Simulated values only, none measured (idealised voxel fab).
Documented hereafter: the process module known as voxel trench capacitor.
Xsec cut, 140 nm wide, square cell size 5 nm.
Cross-sections here: square-cell grids, written as top-down lists of bands, a band being one or more rows of cells. First you get the band's top height and its bottom height, in nm, and then the materials it's made of, left to right, with each width in nm. If you see a single material with "all across", that one covers the band edge to edge. "blank" is empty space. All heights in this document are referenced to 0, defined as the level beneath which the wafer, as received, consists entirely of one material. The lowest band is not bounded below; it extends indefinitely downward and is written in the form "0..down". When a width is written as two numbers, as in "30..40", the first number is the width in the top row of cells of the band and the second is the width in its bottom row, and the width changes by the same amount from each row to the next. Any step labelled "left unchanged" changed none of the cells in the cross-section. Empty spaces counting at least 8 cells and having no open way to the top are listed in "Voids lacking openings". The notation width x height at distance is used for each, the distance being from the left edge and all three values in nm. after a step's settings: what the simulator itself notes on the step. overlay nm: how far to the right of its planned place the mask lay on this masked step (negative: to the left).
List of planned process steps
1: RECEIVE (material Si)
2: CONFORMAL_DEP (material SiN; thk nm 10)
3: MASKED_ETCH (tone open; mask id TRENCH; width nm 20; pitch nm 35; etch materials SiN; depth nm 10; overlay nm 0)
4: MASKED_ETCH (tone open; mask id TRENCH; width nm 20; pitch nm 35; etch materials Si; depth nm 35; overlay nm 0)
5: CONFORMAL_DEP (material Al2O3; thk nm 5)
6: FILL_DEP (material polySi; thk nm 5)
7: CMP (height nm 10)
As-received wafer cross-section (after step 1)
	0..down: Si all across
	Voids lacking openings: none
first wafer at the end, as planned
	10..0: 40 nm SiN, 5 nm Al2O3, 10 nm polySi, 5 nm Al2O3, 15 nm SiN, 5 nm Al2O3, 10 nm polySi, 5 nm Al2O3, 45 nm SiN
	0..-30: 40 nm Si, 5 nm Al2O3, 10 nm polySi, 5 nm Al2O3, 15 nm Si, 5 nm Al2O3, 10 nm polySi, 5 nm Al2O3, 45 nm Si
	-30..-35: 40 nm Si, 20 nm Al2O3, 15 nm Si, 20 nm Al2O3, 45 nm Si
	-35..down: Si all across
	Voids lacking openings: none
Presented here is a cross-section of the second of the two wafers as it stood at the end of the module. It was started in the same manner and assigned the same plan as the first wafer; however, one mistake was made in its execution
	10..5: 40 nm SiN, 5 nm Al2O3, 10 nm polySi, 5 nm Al2O3, 15 nm SiN, 5 nm Al2O3, 10 nm polySi, 5 nm Al2O3, 45 nm SiN
	5..0: 40 nm SiN, 20 nm Al2O3, 15 nm SiN, 20 nm Al2O3, 45 nm SiN
	0..-35: 50 nm Si, 10 nm Al2O3, 25 nm Si, 10 nm Al2O3, 45 nm Si
	-35..down: Si all across
	Voids lacking openings: none
In executing the process, a mistake was made relative to the plan: step 4 deviated from plan and actually ran as MASKED_ETCH (tone open; mask id TRENCH; width nm 20; pitch nm 35; etch materials Si; depth nm 35; overlay nm 10)
At the finish, the second wafer shows more or fewer cells for some materials than the first does: Si +28 | polySi -28
